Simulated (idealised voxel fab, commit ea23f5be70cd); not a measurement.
You're looking at the process module voxel air gaps.
The figure presents cross-section cut, which has a width of 260 nm and is divided into square cells with an edge length of 5 nm.
When this document writes out a cross-section, it uses a grid of square cells and lists it as bands, beginning at the top and moving down, with a band standing for one or more rows of cells.
Band: top and bottom heights (nm) first, top before bottom; then materials from left to right, widths in nm. "full width" marks a sole material filling the band edge to edge. "air" denotes empty space.
Convention: height 0 is the level below which the wafer, as received, is all one material. The lowest band does not terminate at the bottom but continues downward, represented as "z 0 and below".
Width spec "30->40" -> top row of cells at first value, bottom row at second value, equal per-row change in between.
"no alteration" for a step: no cell of the cross-section changed in that step.
Enclosed voids (no open way to top), threshold 8 cells or more, entry "Fully enclosed voids", notation width x height at distance, distance from left edge, nm.
Step line, after settings: the simulator's comment on this step.
For masked steps, "overlay nm" on the step line gives how far right of plan the mask actually lay; a minus sign means it lay to the left.
Note: before/after cross-section pairs follow, one process step per pair, after-side truncated at the lowest changed band, step and settings given beneath. Different runs of this module on the same starting wafer may supply the pairs; a pair continues the one above only where the "State on entry" entry says so.

**State on entry**
> z 65 to 55 | air (25) | Ru (205) | air (30)
> z 55 to 25 | lowk (35) | TiN (5) | Cu (25) | TiN (5) | lowk (15) | TiN (5) | Cu (25) | TiN (5) | lowk (15) | TiN (5) | Cu (25) | TiN (5) | lowk (15) | TiN (5) | Cu (25) | TiN (5) | lowk (40)
> z 25 to 20 | lowk (35) | TiN (35) | lowk (15) | TiN (35) | lowk (15) | TiN (35) | lowk (15) | TiN (35) | lowk (40)
> z 20 to 15 | SiCN full width
> z 15 to 0 | SiO2 full width
> z 0 and below | Si full width
> Fully enclosed voids: none

**As Processed**
> z 65 to 55 | air (25) | Ru (205) | air (30)
> z 55 to 25 | air (35) | TiN (5) | Cu (25) | TiN (5) | lowk (15) | TiN (5) | Cu (25) | TiN (5) | lowk (15) | TiN (5) | Cu (25) | TiN (5) | lowk (15) | TiN (5) | Cu (25) | TiN (5) | air (40)
> z 25 to 20 | air (35) | TiN (35) | lowk (15) | TiN (35) | lowk (15) | TiN (35) | lowk (15) | TiN (35) | air (40)
> Below a height of 20, the structure has not been altered.
> Fully enclosed voids: none
It is this step that lies between the two cross-sections above: SELECTIVE_ETCH,etch materials lowk,depth nm 45

State on entry: nothing new to draw here, it's the after view of the pair just above.

**As Processed**
> z 70 to 65 | air (20) | SiCN (215) | air (25)
> z 65 to 55 | air (20) | SiCN (5) | Ru (205) | SiCN (5) | air (25)
> z 55 to 50 | air (20) | SiCN (15) | TiN (5) | Cu (25) | TiN (5) | lowk (15) | TiN (5) | Cu (25) | TiN (5) | lowk (15) | TiN (5) | Cu (25) | TiN (5) | lowk (15) | TiN (5) | Cu (25) | TiN (5) | SiCN (15) | air (25)
> z 50 to 25 | air (30) | SiCN (5) | TiN (5) | Cu (25) | TiN (5) | lowk (15) | TiN (5) | Cu (25) | TiN (5) | lowk (15) | TiN (5) | Cu (25) | TiN (5) | lowk (15) | TiN (5) | Cu (25) | TiN (5) | SiCN (5) | air (35)
> z 25 to 20 | SiCN (35) | TiN (35) | lowk (15) | TiN (35) | lowk (15) | TiN (35) | lowk (15) | TiN (35) | SiCN (40)
> Below a height of 20, the structure has not been altered.
> Fully enclosed voids: none
It is this step that lies between the two cross-sections above: CONFORMAL_DEP,material SiCN,thk nm 5

**State on entry**
> z 70 to 55 | aC full width
> z 55 to 20 | lowk full width
> z 20 to 15 | SiCN full width
> z 15 to 0 | SiO2 full width
> z 0 and below | Si full width
> Fully enclosed voids: none

**As Processed**
> z 105 to 70 | resist (45) | air (25) | resist (25) | air (25) | resist (25) | air (25) | resist (25) | air (25) | resist (40)
> Below a height of 70, the structure has not been altered.
> Fully enclosed voids: none
It is this step that lies between the two cross-sections above: PATTERN,tone open,mask id LINES,material resist,width nm 25,pitch nm 50,thk nm 35,overlay nm 5

State on entry: nothing new to draw here, it's the after view of the pair just above.

**As Processed**
> z 90 to 70 | resist (45) | air (25) | resist (25) | air (25) | resist (25) | air (25) | resist (25) | air (25) | resist (40)
> z 70 to 55 | aC (45) | air (25) | aC (25) | air (25) | aC (25) | air (25) | aC (25) | air (25) | aC (40)
> Below a height of 55, the structure has not been altered.
> Fully enclosed voids: none
It is this step that lies between the two cross-sections above: DIRECTIONAL_ETCH,etch materials aC,depth nm 15

State on entry: nothing new to draw here, it's the after view of the pair just above.

**As Processed**
> z 70 to 55 | aC (45) | air (25) | aC (25) | air (25) | aC (25) | air (25) | aC (25) | air (25) | aC (40)
> Below a height of 55, the structure has not been altered.
> Fully enclosed voids: none
It is this step that lies between the two cross-sections above: STRIP,etch materials resist

State on entry: nothing new to draw here, it's the after view of the pair just above.

**As Processed**
> z 70 to 55 | aC (45) | air (25) | aC (25) | air (25) | aC (25) | air (25) | aC (25) | air (25) | aC (40)
> z 55 to 20 | lowk (45) | air (25) | lowk (25) | air (25) | lowk (25) | air (25) | lowk (25) | air (25) | lowk (40)
> Below a height of 20, the structure has not been altered.
> Fully enclosed voids: none
It is this step that lies between the two cross-sections above: DIRECTIONAL_ETCH,etch materials lowk,depth nm 35

State on entry: nothing new to draw here, it's the after view of the pair just above.

**As Processed**
> z 55 to 20 | lowk (45) | air (25) | lowk (25) | air (25) | lowk (25) | air (25) | lowk (25) | air (25) | lowk (40)
> Below a height of 20, the structure has not been altered.
> Fully enclosed voids: none
It is this step that lies between the two cross-sections above: STRIP,etch materials aC

State on entry: nothing new to draw here, it's the after view of the pair just above.

**As Processed**
> z 60 to 55 | TiN (50) | air (15) | TiN (35) | air (15) | TiN (35) | air (15) | TiN (35) | air (15) | TiN (45)
> z 55 to 25 | lowk (45) | TiN (5) | air (15) | TiN (5) | lowk (25) | TiN (5) | air (15) | TiN (5) | lowk (25) | TiN (5) | air (15) | TiN (5) | lowk (25) | TiN (5) | air (15) | TiN (5) | lowk (40)
> z 25 to 20 | lowk (45) | TiN (25) | lowk (25) | TiN (25) | lowk (25) | TiN (25) | lowk (25) | TiN (25) | lowk (40)
> Below a height of 20, the structure has not been altered.
> Fully enclosed voids: none
It is this step that lies between the two cross-sections above: CONFORMAL_DEP,material TiN,thk nm 5

State on entry: nothing new to draw here, it's the after view of the pair just above.

**As Processed**
> z 65 to 60 | Cu full width
> z 60 to 55 | TiN (50) | Cu (15) | TiN (35) | Cu (15) | TiN (35) | Cu (15) | TiN (35) | Cu (15) | TiN (45)
> z 55 to 25 | lowk (45) | TiN (5) | Cu (15) | TiN (5) | lowk (25) | TiN (5) | Cu (15) | TiN (5) | lowk (25) | TiN (5) | Cu (15) | TiN (5) | lowk (25) | TiN (5) | Cu (15) | TiN (5) | lowk (40)
> Below a height of 25, the structure has not been altered.
> Fully enclosed voids: none
It is this step that lies between the two cross-sections above: FILL_DEP,material Cu,thk nm 5

State on entry: nothing new to draw here, it's the after view of the pair just above.

**As Processed**
> z 55 to 25 | lowk (45) | TiN (5) | Cu (15) | TiN (5) | lowk (25) | TiN (5) | Cu (15) | TiN (5) | lowk (25) | TiN (5) | Cu (15) | TiN (5) | lowk (25) | TiN (5) | Cu (15) | TiN (5) | lowk (40)
> Below a height of 25, the structure has not been altered.
> Fully enclosed voids: none
It is this step that lies between the two cross-sections above: CMP,height nm 55

State on entry: nothing new to draw here, it's the after view of the pair just above.

**As Processed**
> z 65 to 55 | air (35) | Ru (45) | air (5) | Ru (45) | air (5) | Ru (45) | air (5) | Ru (45) | air (30)
> Below a height of 55, the structure has not been altered.
> Fully enclosed voids: none
It is this step that lies between the two cross-sections above: EPI,material Ru,thk nm 10

State on entry: nothing new to draw here, it's the after view of the pair just above.

**As Processed**
> z 65 to 55 | air (35) | Ru (45) | air (5) | Ru (45) | air (5) | Ru (45) | air (5) | Ru (45) | air (30)
> z 55 to 25 | air (45) | TiN (5) | Cu (15) | TiN (5) | air (25) | TiN (5) | Cu (15) | TiN (5) | air (25) | TiN (5) | Cu (15) | TiN (5) | air (25) | TiN (5) | Cu (15) | TiN (5) | air (40)
> z 25 to 20 | air (45) | TiN (25) | air (25) | TiN (25) | air (25) | TiN (25) | air (25) | TiN (25) | air (40)
> Below a height of 20, the structure has not been altered.
> Fully enclosed voids: none
It is this step that lies between the two cross-sections above: SELECTIVE_ETCH,etch materials lowk,depth nm 45

State on entry: nothing new to draw here, it's the after view of the pair just above.

**As Processed**
> z 70 to 65 | air (30) | SiCN (205) | air (25)
> z 65 to 55 | air (30) | SiCN (5) | Ru (45) | SiCN (5) | Ru (45) | SiCN (5) | Ru (45) | SiCN (5) | Ru (45) | SiCN (5) | air (25)
> z 55 to 50 | air (30) | SiCN (15) | TiN (5) | Cu (15) | TiN (5) | SiCN (25) | TiN (5) | Cu (15) | TiN (5) | SiCN (25) | TiN (5) | Cu (15) | TiN (5) | SiCN (25) | TiN (5) | Cu (15) | TiN (5) | SiCN (15) | air (25)
> z 50 to 25 | air (40) | SiCN (5) | TiN (5) | Cu (15) | TiN (5) | SiCN (5) | air (15) | SiCN (5) | TiN (5) | Cu (15) | TiN (5) | SiCN (5) | air (15) | SiCN (5) | TiN (5) | Cu (15) | TiN (5) | SiCN (5) | air (15) | SiCN (5) | TiN (5) | Cu (15) | TiN (5) | SiCN (5) | air (35)
> z 25 to 20 | SiCN (45) | TiN (25) | SiCN (25) | TiN (25) | SiCN (25) | TiN (25) | SiCN (25) | TiN (25) | SiCN (40)
> Below a height of 20, the structure has not been altered.
> Fully enclosed voids: 15 x 25 at 75; 15 x 25 at 125; 15 x 25 at 175
It is this step that lies between the two cross-sections above: CONFORMAL_DEP,material SiCN,thk nm 5

**State on entry**
> z 15 to 0 | SiO2 full width
> z 0 and below | Si full width
> Fully enclosed voids: none

**As Processed**
> z 20 to 0 | SiO2 full width
> Below a height of 0, the structure has not been altered.
> Fully enclosed voids: none
It is this step that lies between the two cross-sections above: CONFORMAL_DEP,material SiO2,thk nm 5

State on entry: nothing new to draw here, it's the after view of the pair just above.

**As Processed**
> z 55 to 20 | lowk full width
> Below a height of 20, the structure has not been altered.
> Fully enclosed voids: none
It is this step that lies between the two cross-sections above: DIRECTIONAL_DEP,material lowk,thk nm 35

State on entry: nothing new to draw here, it's the after view of the pair just above.

**As Processed**
> z 70 to 55 | aC full width
> Below a height of 55, the structure has not been altered.
> Fully enclosed voids: none
It is this step that lies between the two cross-sections above: DIRECTIONAL_DEP,material aC,thk nm 15

State on entry: nothing new to draw here, it's the after view of the pair just above.

**As Processed**
> z 105 to 70 | resist (40) | air (25) | resist (25) | air (25) | resist (25) | air (25) | resist (25) | air (25) | resist (45)
> Below a height of 70, the structure has not been altered.
> Fully enclosed voids: none
It is this step that lies between the two cross-sections above: PATTERN,tone open,mask id LINES,material resist,width nm 25,pitch nm 50,thk nm 35,overlay nm 0

State on entry: nothing new to draw here, it's the after view of the pair just above.

**As Processed**
> z 90 to 70 | resist (40) | air (25) | resist (25) | air (25) | resist (25) | air (25) | resist (25) | air (25) | resist (45)
> z 70 to 55 | aC (40) | air (25) | aC (25) | air (25) | aC (25) | air (25) | aC (25) | air (25) | aC (45)
> Below a height of 55, the structure has not been altered.
> Fully enclosed voids: none
It is this step that lies between the two cross-sections above: DIRECTIONAL_ETCH,etch materials aC,depth nm 15

State on entry: nothing new to draw here, it's the after view of the pair just above.

**As Processed**
> z 70 to 55 | aC (40) | air (25) | aC (25) | air (25) | aC (25) | air (25) | aC (25) | air (25) | aC (45)
> Below a height of 55, the structure has not been altered.
> Fully enclosed voids: none
It is this step that lies between the two cross-sections above: STRIP,etch materials resist

State on entry: nothing new to draw here, it's the after view of the pair just above.

**As Processed**
> z 70 to 55 | aC (40) | air (25) | aC (25) | air (25) | aC (25) | air (25) | aC (25) | air (25) | aC (45)
> z 55 to 20 | lowk (40) | air (25) | lowk (25) | air (25) | lowk (25) | air (25) | lowk (25) | air (25) | lowk (45)
> Below a height of 20, the structure has not been altered.
> Fully enclosed voids: none
It is this step that lies between the two cross-sections above: DIRECTIONAL_ETCH,etch materials lowk,depth nm 35

State on entry: nothing new to draw here, it's the after view of the pair just above.

**As Processed**
> z 55 to 20 | lowk (40) | air (25) | lowk (25) | air (25) | lowk (25) | air (25) | lowk (25) | air (25) | lowk (45)
> Below a height of 20, the structure has not been altered.
> Fully enclosed voids: none
It is this step that lies between the two cross-sections above: STRIP,etch materials aC

State on entry: nothing new to draw here, it's the after view of the pair just above.

**As Processed**
> z 60 to 55 | TiN (45) | air (15) | TiN (35) | air (15) | TiN (35) | air (15) | TiN (35) | air (15) | TiN (50)
> z 55 to 25 | lowk (40) | TiN (5) | air (15) | TiN (5) | lowk (25) | TiN (5) | air (15) | TiN (5) | lowk (25) | TiN (5) | air (15) | TiN (5) | lowk (25) | TiN (5) | air (15) | TiN (5) | lowk (45)
> z 25 to 20 | lowk (40) | TiN (25) | lowk (25) | TiN (25) | lowk (25) | TiN (25) | lowk (25) | TiN (25) | lowk (45)
> Below a height of 20, the structure has not been altered.
> Fully enclosed voids: none
It is this step that lies between the two cross-sections above: CONFORMAL_DEP,material TiN,thk nm 5

State on entry: nothing new to draw here, it's the after view of the pair just above.

**As Processed**
> z 65 to 60 | Cu full width
> z 60 to 55 | TiN (45) | Cu (15) | TiN (35) | Cu (15) | TiN (35) | Cu (15) | TiN (35) | Cu (15) | TiN (50)
> z 55 to 25 | lowk (40) | TiN (5) | Cu (15) | TiN (5) | lowk (25) | TiN (5) | Cu (15) | TiN (5) | lowk (25) | TiN (5) | Cu (15) | TiN (5) | lowk (25) | TiN (5) | Cu (15) | TiN (5) | lowk (45)
> Below a height of 25, the structure has not been altered.
> Fully enclosed voids: none
It is this step that lies between the two cross-sections above: FILL_DEP,material Cu,thk nm 5

State on entry: nothing new to draw here, it's the after view of the pair just above.

**As Processed**
> z 55 to 25 | lowk (40) | TiN (5) | Cu (15) | TiN (5) | lowk (25) | TiN (5) | Cu (15) | TiN (5) | lowk (25) | TiN (5) | Cu (15) | TiN (5) | lowk (25) | TiN (5) | Cu (15) | TiN (5) | lowk (45)
> Below a height of 25, the structure has not been altered.
> Fully enclosed voids: none
It is this step that lies between the two cross-sections above: CMP,height nm 55

State on entry: nothing new to draw here, it's the after view of the pair just above.

**As Processed**
> z 65 to 55 | air (30) | Ru (45) | air (5) | Ru (45) | air (5) | Ru (45) | air (5) | Ru (45) | air (35)
> Below a height of 55, the structure has not been altered.
> Fully enclosed voids: none
It is this step that lies between the two cross-sections above: EPI,material Ru,thk nm 10

State on entry: nothing new to draw here, it's the after view of the pair just above.

**As Processed**
> z 65 to 55 | air (30) | Ru (45) | air (5) | Ru (45) | air (5) | Ru (45) | air (5) | Ru (45) | air (35)
> z 55 to 25 | air (40) | TiN (5) | Cu (15) | TiN (5) | air (25) | TiN (5) | Cu (15) | TiN (5) | air (25) | TiN (5) | Cu (15) | TiN (5) | air (25) | TiN (5) | Cu (15) | TiN (5) | air (45)
> z 25 to 20 | air (40) | TiN (25) | air (25) | TiN (25) | air (25) | TiN (25) | air (25) | TiN (25) | air (45)
> Below a height of 20, the structure has not been altered.
> Fully enclosed voids: none
It is this step that lies between the two cross-sections above: SELECTIVE_ETCH,etch materials lowk,depth nm 45

State on entry: nothing new to draw here, it's the after view of the pair just above.

**As Processed**
> z 70 to 65 | air (25) | SiCN (205) | air (30)
> z 65 to 55 | air (25) | SiCN (5) | Ru (45) | SiCN (5) | Ru (45) | SiCN (5) | Ru (45) | SiCN (5) | Ru (45) | SiCN (5) | air (30)
> z 55 to 50 | air (25) | SiCN (15) | TiN (5) | Cu (15) | TiN (5) | SiCN (25) | TiN (5) | Cu (15) | TiN (5) | SiCN (25) | TiN (5) | Cu (15) | TiN (5) | SiCN (25) | TiN (5) | Cu (15) | TiN (5) | SiCN (15) | air (30)
> z 50 to 25 | air (35) | SiCN (5) | TiN (5) | Cu (15) | TiN (5) | SiCN (5) | air (15) | SiCN (5) | TiN (5) | Cu (15) | TiN (5) | SiCN (5) | air (15) | SiCN (5) | TiN (5) | Cu (15) | TiN (5) | SiCN (5) | air (15) | SiCN (5) | TiN (5) | Cu (15) | TiN (5) | SiCN (5) | air (40)
> z 25 to 20 | SiCN (40) | TiN (25) | SiCN (25) | TiN (25) | SiCN (25) | TiN (25) | SiCN (25) | TiN (25) | SiCN (45)
> Below a height of 20, the structure has not been altered.
> Fully enclosed voids: 15 x 25 at 70; 15 x 25 at 120; 15 x 25 at 170
It is this step that lies between the two cross-sections above: CONFORMAL_DEP,material SiCN,thk nm 5

**State on entry**
> z 70 to 55 | aC full width
> z 55 to 20 | lowk full width
> z 20 to 15 | SiCN full width
> z 15 to 0 | SiO2 full width
> z 0 and below | Si full width
> Fully enclosed voids: none

**As Processed**
> z 105 to 70 | air (40) | resist (25) | air (25) | resist (25) | air (25) | resist (25) | air (25) | resist (25) | air (45)
> Below a height of 70, the structure has not been altered.
> Fully enclosed voids: none
It is this step that lies between the two cross-sections above: PATTERN,tone cover,mask id LINES,material resist,width nm 25,pitch nm 50,thk nm 35,overlay nm 0

State on entry: nothing new to draw here, it's the after view of the pair just above.

**As Processed**
> z 90 to 70 | air (40) | resist (25) | air (25) | resist (25) | air (25) | resist (25) | air (25) | resist (25) | air (45)
> z 70 to 55 | air (40) | aC (25) | air (25) | aC (25) | air (25) | aC (25) | air (25) | aC (25) | air (45)
> Below a height of 55, the structure has not been altered.
> Fully enclosed voids: none
It is this step that lies between the two cross-sections above: DIRECTIONAL_ETCH,etch materials aC,depth nm 15

State on entry: nothing new to draw here, it's the after view of the pair just above.

**As Processed**
> z 70 to 55 | air (40) | aC (25) | air (25) | aC (25) | air (25) | aC (25) | air (25) | aC (25) | air (45)
> Below a height of 55, the structure has not been altered.
> Fully enclosed voids: none
It is this step that lies between the two cross-sections above: STRIP,etch materials resist

State on entry: nothing new to draw here, it's the after view of the pair just above.

**As Processed**
> z 70 to 55 | air (40) | aC (25) | air (25) | aC (25) | air (25) | aC (25) | air (25) | aC (25) | air (45)
> z 55 to 20 | air (40) | lowk (25) | air (25) | lowk (25) | air (25) | lowk (25) | air (25) | lowk (25) | air (45)
> Below a height of 20, the structure has not been altered.
> Fully enclosed voids: none
It is this step that lies between the two cross-sections above: DIRECTIONAL_ETCH,etch materials lowk,depth nm 35

State on entry: nothing new to draw here, it's the after view of the pair just above.

**As Processed**
> z 55 to 20 | air (40) | lowk (25) | air (25) | lowk (25) | air (25) | lowk (25) | air (25) | lowk (25) | air (45)
> Below a height of 20, the structure has not been altered.
> Fully enclosed voids: none
It is this step that lies between the two cross-sections above: STRIP,etch materials aC

State on entry: nothing new to draw here, it's the after view of the pair just above.

**As Processed**
> z 60 to 55 | air (35) | TiN (35) | air (15) | TiN (35) | air (15) | TiN (35) | air (15) | TiN (35) | air (40)
> z 55 to 25 | air (35) | TiN (5) | lowk (25) | TiN (5) | air (15) | TiN (5) | lowk (25) | TiN (5) | air (15) | TiN (5) | lowk (25) | TiN (5) | air (15) | TiN (5) | lowk (25) | TiN (5) | air (40)
> z 25 to 20 | TiN (40) | lowk (25) | TiN (25) | lowk (25) | TiN (25) | lowk (25) | TiN (25) | lowk (25) | TiN (45)
> Below a height of 20, the structure has not been altered.
> Fully enclosed voids: none
It is this step that lies between the two cross-sections above: CONFORMAL_DEP,material TiN,thk nm 5

State on entry: nothing new to draw here, it's the after view of the pair just above.

**As Processed**
> z 65 to 60 | Cu full width
> z 60 to 55 | Cu (35) | TiN (35) | Cu (15) | TiN (35) | Cu (15) | TiN (35) | Cu (15) | TiN (35) | Cu (40)
> z 55 to 25 | Cu (35) | TiN (5) | lowk (25) | TiN (5) | Cu (15) | TiN (5) | lowk (25) | TiN (5) | Cu (15) | TiN (5) | lowk (25) | TiN (5) | Cu (15) | TiN (5) | lowk (25) | TiN (5) | Cu (40)
> Below a height of 25, the structure has not been altered.
> Fully enclosed voids: none
It is this step that lies between the two cross-sections above: FILL_DEP,material Cu,thk nm 5

State on entry: nothing new to draw here, it's the after view of the pair just above.

**As Processed**
> z 55 to 25 | Cu (35) | TiN (5) | lowk (25) | TiN (5) | Cu (15) | TiN (5) | lowk (25) | TiN (5) | Cu (15) | TiN (5) | lowk (25) | TiN (5) | Cu (15) | TiN (5) | lowk (25) | TiN (5) | Cu (40)
> Below a height of 25, the structure has not been altered.
> Fully enclosed voids: none
It is this step that lies between the two cross-sections above: CMP,height nm 55

State on entry: nothing new to draw here, it's the after view of the pair just above.

**As Processed**
> z 65 to 55 | Ru (50) | air (5) | Ru (45) | air (5) | Ru (45) | air (5) | Ru (45) | air (5) | Ru (55)
> Below a height of 55, the structure has not been altered.
> Fully enclosed voids: none
It is this step that lies between the two cross-sections above: EPI,material Ru,thk nm 10

State on entry: nothing new to draw here, it's the after view of the pair just above.

**As Processed**
> z 65 to 55 | Ru (50) | air (5) | Ru (45) | air (5) | Ru (45) | air (5) | Ru (45) | air (5) | Ru (55)
> z 55 to 25 | Cu (35) | TiN (5) | air (25) | TiN (5) | Cu (15) | TiN (5) | air (25) | TiN (5) | Cu (15) | TiN (5) | air (25) | TiN (5) | Cu (15) | TiN (5) | air (25) | TiN (5) | Cu (40)
> z 25 to 20 | TiN (40) | air (25) | TiN (25) | air (25) | TiN (25) | air (25) | TiN (25) | air (25) | TiN (45)
> Below a height of 20, the structure has not been altered.
> Fully enclosed voids: none
It is this step that lies between the two cross-sections above: SELECTIVE_ETCH,etch materials lowk,depth nm 45

State on entry: nothing new to draw here, it's the after view of the pair just above.

**As Processed**
> z 70 to 65 | SiCN full width
> z 65 to 55 | Ru (50) | SiCN (5) | Ru (45) | SiCN (5) | Ru (45) | SiCN (5) | Ru (45) | SiCN (5) | Ru (55)
> z 55 to 50 | Cu (35) | TiN (5) | SiCN (25) | TiN (5) | Cu (15) | TiN (5) | SiCN (25) | TiN (5) | Cu (15) | TiN (5) | SiCN (25) | TiN (5) | Cu (15) | TiN (5) | SiCN (25) | TiN (5) | Cu (40)
> z 50 to 25 | Cu (35) | TiN (5) | SiCN (5) | air (15) | SiCN (5) | TiN (5) | Cu (15) | TiN (5) | SiCN (5) | air (15) | SiCN (5) | TiN (5) | Cu (15) | TiN (5) | SiCN (5) | air (15) | SiCN (5) | TiN (5) | Cu (15) | TiN (5) | SiCN (5) | air (15) | SiCN (5) | TiN (5) | Cu (40)
> z 25 to 20 | TiN (40) | SiCN (25) | TiN (25) | SiCN (25) | TiN (25) | SiCN (25) | TiN (25) | SiCN (25) | TiN (45)
> Below a height of 20, the structure has not been altered.
> Fully enclosed voids: 15 x 25 at 45; 15 x 25 at 95; 15 x 25 at 145; 15 x 25 at 195
It is this step that lies between the two cross-sections above: CONFORMAL_DEP,material SiCN,thk nm 5
